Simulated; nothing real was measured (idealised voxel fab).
Herein follows the process module entitled voxel transistor to metal.
The figure presents cross-section cut, which has a width of 155 nm and is divided into square cells with an edge length of 5 nm.
Cross-section spec: square-cell grid; bands listed top down; each band is one or more rows.
Top height, bottom height, nm. Materials left to right, width each, nm. Single material + "full width" = fills band edge to edge. "empty" = empty.
A quick word on heights: they are counted from 0, and under that level the wafer as it came to us is one material throughout. The lowest band is different from the rest in having no bottom; it simply continues downward, written as in "0 down".
A width such as "30->40" changes by the same amount from each row of cells to the next, from the band's top row to its bottom row.
Reading "nothing got changed" for a step: not a cell of the cross-section changed in it.
"Closed cavity list" - sealed voids, min. 8 cells, no opening to top; format: width x height at distance (distance from left edge; nm throughout).
The remark found on a step's line after its settings is issued by the simulator itself and pertains to that step.
A step line may carry the setting "overlay nm", which, for steps involving a mask, states the distance by which the mask lay to the right of its intended position; negative values denote displacement to the left.
This section lists the process steps that were planned
step 1: RECEIVE with material Si
step 2: OXIDIZE with depth nm 5
step 3: CONFORMAL_DEP with material SiN, thk nm 10
step 4: PATTERN with tone cover, mask id ACTIVE, material resist, width nm 110, thk nm 15, overlay nm 0
step 5: DIRECTIONAL_ETCH with etch materials SiN, depth nm 10
step 6: DIRECTIONAL_ETCH with etch materials SiO2, depth nm 5
step 7: DIRECTIONAL_ETCH with etch materials Si, depth nm 20
step 8: STRIP with etch materials resist
step 9: OXIDIZE with depth nm 5
step 10: FILL_DEP with material SiO2, thk nm 5
step 11: CMP with height nm 10
step 12: SELECTIVE_ETCH with etch materials SiO2, depth nm 5
step 13: STRIP with etch materials SiN
step 14: SELECTIVE_ETCH with etch materials SiO2, depth nm 5
step 15: OXIDIZE with depth nm 5
step 16: DIRECTIONAL_DEP with material polySi, thk nm 25
step 17: DIRECTIONAL_DEP with material SiCN, thk nm 15
step 18: DIRECTIONAL_DEP with material aC, thk nm 10
step 19: PATTERN with tone cover, mask id GATE, material resist, width nm 30, thk nm 30, overlay nm 0
step 20: DIRECTIONAL_ETCH with etch materials aC, depth nm 10
step 21: STRIP with etch materials resist
step 22: DIRECTIONAL_ETCH with etch materials SiCN, depth nm 25
step 23: DIRECTIONAL_ETCH with etch materials polySi, depth nm 35
step 24: STRIP with etch materials aC
step 25: CONFORMAL_DEP with material SiO2, thk nm 5
step 26: DIRECTIONAL_ETCH with etch materials SiO2, depth nm 5
step 27: CONFORMAL_DEP with material SiN, thk nm 5
step 28: DIRECTIONAL_ETCH with etch materials SiN, depth nm 5
step 29: DIRECTIONAL_ETCH with etch materials SiO2, depth nm 5
step 30: DIRECTIONAL_ETCH with etch materials Si, depth nm 5
step 31: EPI with material pSi, thk nm 10
step 32: FILL_DEP with material SiO2, thk nm 5
step 33: CMP with height nm 20
step 34: STRIP with etch materials polySi
step 35: SELECTIVE_ETCH with etch materials SiO2, depth nm 5
step 36: CONFORMAL_DEP with material HfO2, thk nm 5
step 37: CONFORMAL_DEP with material TiN, thk nm 5
step 38: FILL_DEP with material W, thk nm 5
step 39: CMP with height nm 15
step 40: DIRECTIONAL_DEP with material SiO2, thk nm 10
step 41: PATTERN with tone open, mask id CONTACT, material resist, width nm 20, pitch nm 80, thk nm 20, overlay nm 0
step 42: DIRECTIONAL_ETCH with etch materials SiO2, depth nm 30
step 43: STRIP with etch materials resist
step 44: CONFORMAL_DEP with material TiN, thk nm 5
step 45: FILL_DEP with material W, thk nm 10
step 46: CMP with height nm 25
step 47: DIRECTIONAL_DEP with material TiN, thk nm 5
step 48: DIRECTIONAL_DEP with material W, thk nm 25
step 49: PATTERN with tone cover, mask id METAL_1, material resist, width nm 20, pitch nm 80, thk nm 20, overlay nm 0
step 50: DIRECTIONAL_ETCH with etch materials W, depth nm 25
step 51: DIRECTIONAL_ETCH with etch materials TiN, depth nm 5
step 52: STRIP with etch materials resist
step 53: CONFORMAL_DEP with material SiN, thk nm 5
step 54: FILL_DEP with material SiO2, thk nm 5
step 55: CMP with height nm 55
step 56: CONFORMAL_DEP with material SiCN, thk nm 5
step 57: DIRECTIONAL_DEP with material SiO2, thk nm 35
step 58: DIRECTIONAL_DEP with material aC, thk nm 10
step 59: PATTERN with tone open, mask id METAL_2, material resist, width nm 20, pitch nm 80, thk nm 30, overlay nm 0
step 60: DIRECTIONAL_ETCH with etch materials aC, depth nm 10
step 61: STRIP with etch materials resist
step 62: DIRECTIONAL_ETCH with etch materials SiO2, depth nm 20
step 63: STRIP with etch materials aC
step 64: DIRECTIONAL_DEP with material aC, thk nm 15
step 65: PATTERN with tone open, mask id METAL_2_HOLES, material resist, width nm 15, pitch nm 80, thk nm 30, overlay nm 0
step 66: DIRECTIONAL_ETCH with etch materials aC, depth nm 15
step 67: STRIP with etch materials resist
step 68: DIRECTIONAL_ETCH with etch materials SiO2, depth nm 15
step 69: DIRECTIONAL_ETCH with etch materials SiCN, depth nm 5
step 70: STRIP with etch materials aC
step 71: CONFORMAL_DEP with material TiN, thk nm 5
step 72: FILL_DEP with material Cu, thk nm 10
step 73: CMP with height nm 95
step 74: CONFORMAL_DEP with material SiCN, thk nm 5
Received-state cross-section, reflecting completion of step 1
  0 down: Si full width
  Closed cavity list: none
Post-module cross-section of the first of two wafers (run per plan)
  100 to 95: SiCN full width
  95 to 80: SiO2: 25; TiN: 5; Cu: 10; TiN: 5; SiO2: 60; TiN: 5; Cu: 10; TiN: 5; SiO2: 30
  80 to 75: SiO2: 25; TiN: 5; Cu: 5; TiN: 10; SiO2: 60; TiN: 5; Cu: 5; TiN: 10; SiO2: 30
  75 to 60: SiO2: 25; TiN: 5; Cu: 5; TiN: 5; SiO2: 65; TiN: 5; Cu: 5; TiN: 5; SiO2: 35
  60 to 55: SiCN: 25; TiN: 15; SiCN: 65; TiN: 15; SiCN: 35
  55 to 30: SiO2: 20; SiN: 5; W: 20; SiN: 5; SiO2: 50; SiN: 5; W: 20; SiN: 5; SiO2: 25
  30 to 25: SiN: 25; TiN: 20; SiN: 60; TiN: 20; SiN: 30
  25 to 15: SiO2: 25; TiN: 5; W: 10; TiN: 5; SiO2: 60; TiN: 5; W: 10; TiN: 5; SiO2: 30
  15 to 5: SiO2: 25; TiN: 5; W: 10; TiN: 5; SiO2: 5; SiN: 5; HfO2: 5; TiN: 5; W: 20; TiN: 5; HfO2: 5; SiN: 5; SiO2: 5; TiN: 5; W: 10; TiN: 5; SiO2: 30
  5 to 0: SiO2: 25; TiN: 5; W: 5; TiN: 10; SiO2: 5; SiN: 5; HfO2: 5; TiN: 5; W: 20; TiN: 5; HfO2: 5; SiN: 5; SiO2: 5; TiN: 10; W: 5; TiN: 5; SiO2: 30
  0 to -5: SiO2: 20; SiN: 5; TiN: 15; pSi: 10; SiN: 5; HfO2: 5; TiN: 30; HfO2: 5; SiN: 5; pSi: 10; TiN: 15; SiN: 5; SiO2: 25
  -5 to -10: SiO2: 25; pSi: 25; SiO2: 5; HfO2: 40; SiO2: 5; pSi: 25; SiO2: 30
  -10 to -15: SiO2: 25; pSi: 25; Si: 50; pSi: 25; SiO2: 30
  -15 to -30: SiO2: 25; Si: 100; SiO2: 30
  -30 down: Si full width
  Closed cavity list: none
This is the second of the two wafers, cross-sectioned at the end of the module; it started exactly like the first and was given the same plan, but it was run with one mistake
  100 to 95: SiCN full width
  95 to 80: SiO2: 25; TiN: 5; Cu: 10; TiN: 5; SiO2: 60; TiN: 5; Cu: 10; TiN: 5; SiO2: 30
  80 to 75: SiO2: 25; TiN: 5; Cu: 5; TiN: 10; SiO2: 60; TiN: 5; Cu: 5; TiN: 10; SiO2: 30
  75 to 60: SiO2: 25; TiN: 5; Cu: 5; TiN: 5; SiO2: 65; TiN: 5; Cu: 5; TiN: 5; SiO2: 35
  60 to 55: SiCN: 25; TiN: 15; SiCN: 65; TiN: 15; SiCN: 35
  55 to 30: SiO2: 20; SiN: 5; W: 20; SiN: 5; SiO2: 50; SiN: 5; W: 20; SiN: 5; SiO2: 25
  30 to 25: SiN: 25; TiN: 20; SiN: 60; TiN: 20; SiN: 30
  25 to 15: SiO2: 25; SiN: 5; W: 10; SiN: 5; SiO2: 60; SiN: 5; W: 10; SiN: 5; SiO2: 30
  15 to 5: SiO2: 25; SiN: 5; W: 10; SiN: 5; SiO2: 5; SiN: 5; HfO2: 5; TiN: 5; W: 20; TiN: 5; HfO2: 5; SiN: 5; SiO2: 5; SiN: 5; W: 10; SiN: 5; SiO2: 30
  5 to 0: SiO2: 25; SiN: 5; W: 5; SiN: 10; SiO2: 5; SiN: 5; HfO2: 5; TiN: 5; W: 20; TiN: 5; HfO2: 5; SiN: 5; SiO2: 5; SiN: 10; W: 5; SiN: 5; SiO2: 30
  0 to -5: SiO2: 20; SiN: 20; pSi: 10; SiN: 5; HfO2: 5; TiN: 30; HfO2: 5; SiN: 5; pSi: 10; SiN: 20; SiO2: 25
  -5 to -10: SiO2: 25; pSi: 25; SiO2: 5; HfO2: 40; SiO2: 5; pSi: 25; SiO2: 30
  -10 to -15: SiO2: 25; pSi: 25; Si: 50; pSi: 25; SiO2: 30
  -15 to -30: SiO2: 25; Si: 100; SiO2: 30
  -30 down: Si full width
  Closed cavity list: none
It is concluded that the wafer was processed incorrectly with respect to the plan, in that step 44 did not happen as planned, as run it was CONFORMAL_DEP with material SiN, thk nm 5
Per the end-of-run cell counts, the second wafer holds more or fewer of some materials than the first: +28 SiN; -28 TiN
